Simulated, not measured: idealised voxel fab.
The following is a process module called voxel released beams.
We display cut, a cross-section 250 nm in width whose square cells are each 5 nm.
Cross-section spec: square-cell grid; bands listed top down; each band is one or more rows. Band: top and bottom heights (nm) first, top before bottom; then materials from left to right, widths in nm. "all across" marks a sole material filling the band edge to edge. "air" denotes empty space. The reference from which all heights are counted is 0, the level beneath which the as-received wafer is entirely one material; the lowest band, having no lower bound, proceeds downward and is written after the example "0 -> down". The notation "30->40" denotes a width that varies across the rows of cells in the band, beginning at the first number in the top row, finishing at the second number in the bottom row, and changing by an identical amount from each row to the next. The designation "nothing altered", where it is given for a processing step, indicates that no cell of the cross-section was altered in the course of that step. "Closed void roster" specifies each empty space that is not open to the top and that occupies no fewer than 8 cells, using the form width x height at distance, the distance measured from the left edge and all three quantities in nm. That trailing text on a step's line, after the settings, is the simulator's own remark on the step. The optional step-line setting "overlay nm" applies to steps with a mask and quantifies how far to the right of its planned location the mask lay, a negative value indicating leftward placement.
## Steps in the process plan
1) RECEIVE: material Si
2) CONFORMAL_DEP: material Al2O3, thk nm 10
3) DIRECTIONAL_DEP: material SiO2, thk nm 15
4) MASKED_ETCH: tone open, mask id ANCHOR, width nm 25, etch materials SiO2, depth nm 15, overlay nm 0
5) CONFORMAL_DEP: material W, thk nm 10
6) DIRECTIONAL_DEP: material aC, thk nm 15
7) PATTERN: tone cover, mask id BEAM, material resist, width nm 110, thk nm 30, overlay nm 0
8) DIRECTIONAL_ETCH: etch materials aC, depth nm 15
9) STRIP: etch materials resist
10) DIRECTIONAL_ETCH: etch materials W, depth nm 10
11) STRIP: etch materials aC
12) STRIP: etch materials SiO2
## Step 1 complete: cross-section of the wafer as received
0 -> down: Si all across
Closed void roster: none
## First of two wafers, end-of-module section, run followed plan
35 -> 25: air=65  W=15  air=5  W=90  air=75
25 -> 20: air=70  W=10  air=5  W=10  air=155
20 -> 10: air=70  W=25  air=155
10 -> 0: Al2O3 all across
0 -> down: Si all across
Closed void roster: none
## Wafer two cross-section, module end. Start and plan unchanged from wafer one; one mistake made during the run
30 -> 20: air=65  W=15  air=5  W=90  air=75
20 -> 15: air=70  W=10  air=5  W=10  air=155
15 -> 5: air=70  W=25  air=155
5 -> 0: Al2O3 all across
0 -> down: Si all across
Closed void roster: none
Want to know what went wrong? step 2 was not run as planned; what actually ran was CONFORMAL_DEP: material Al2O3, thk nm 5
Once processing is complete, comparing cell counts shows that the second wafer has more or fewer of certain materials than the first: Al2O3: 50 fewer
